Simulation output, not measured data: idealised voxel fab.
The following process module bears the name voxel released beams.
Shown is cross-section cut, with a width of 255 nm and square cells of size 5 nm.
For the purposes of this document, a cross-section shall be understood as a grid of square cells, specified as bands listed in top-to-bottom order, each band consisting of one or more rows of cells. It is stipulated that each band's entry specify, in nanometres, the height of the top of the band and then that of its bottom, followed by the materials of the band in left-to-right sequence, each together with its width in nanometres. A single material marked by the word "throughout" is understood to fill the band from edge to edge; the word "air" is understood to denote empty space. Note: height 0 marks the level under which the wafer is uniformly one material as received. Lowest band unbounded below, written "from 0 down". Read "30->40" as a graded width: first number on top, second number at the bottom, same change between each pair of neighbouring rows. What does "same as before" mean for a step? It means no cell of the cross-section changed in that step. Closed void table: empty space of 8 cells or more with no open way to the top, each as width x height at its distance from the left edge, in nm. Anything after a step's settings on that line? It's the simulator's own note about the step. A step line may carry the setting "overlay nm", which, for steps involving a mask, states the distance by which the mask lay to the right of its intended position; negative values denote displacement to the left.

-- The following list gives the planned process steps
1) RECEIVE | material Si
2) CONFORMAL_DEP | material Al2O3 | thk nm 10
3) DIRECTIONAL_DEP | material SiO2 | thk nm 15
4) DIRECTIONAL_DEP | material aC | thk nm 15
5) PATTERN | tone open | mask id ANCHOR | material resist | width nm 45 | thk nm 30 | overlay nm 0
6) DIRECTIONAL_ETCH | etch materials aC | depth nm 15
7) STRIP | etch materials resist
8) DIRECTIONAL_ETCH | etch materials SiO2 | depth nm 15
9) STRIP | etch materials aC
10) CONFORMAL_DEP | material polySi | thk nm 15
11) PATTERN | tone cover | mask id BEAM | material resist | width nm 110 | thk nm 20 | overlay nm 0
12) DIRECTIONAL_ETCH | etch materials polySi | depth nm 15
13) STRIP | etch materials resist
14) STRIP | etch materials SiO2

-- As received (post step 1): cross-section
* from 0 down  Si throughout
* Closed void table: none

-- As-planned run: cross-section of the first of two wafers at end of module
* from 40 to 25  70 of air  20 of polySi  15 of air  75 of polySi  75 of air
* from 25 to 10  75 of air  45 of polySi  135 of air
* from 10 to 0  Al2O3 throughout
* from 0 down  Si throughout
* Closed void table: none

-- second wafer at the end: like start, like plan, one mistake
* from 40 to 25  70 of air  65 of polySi  120 of air
* from 25 to 10  60 of air  15 of polySi  45 of SiO2  60 of polySi  75 of air
* from 10 to 0  Al2O3 throughout
* from 0 down  Si throughout
* Closed void table: none
It is concluded that the wafer was processed incorrectly with respect to the plan, in that step 5 ran with different settings than intended, the actual operation and settings being PATTERN | tone cover | mask id ANCHOR | material resist | width nm 45 | thk nm 30 | overlay nm 0
End check, counted in cells, second wafer has more or fewer of these materials than the first: SiO2 +27
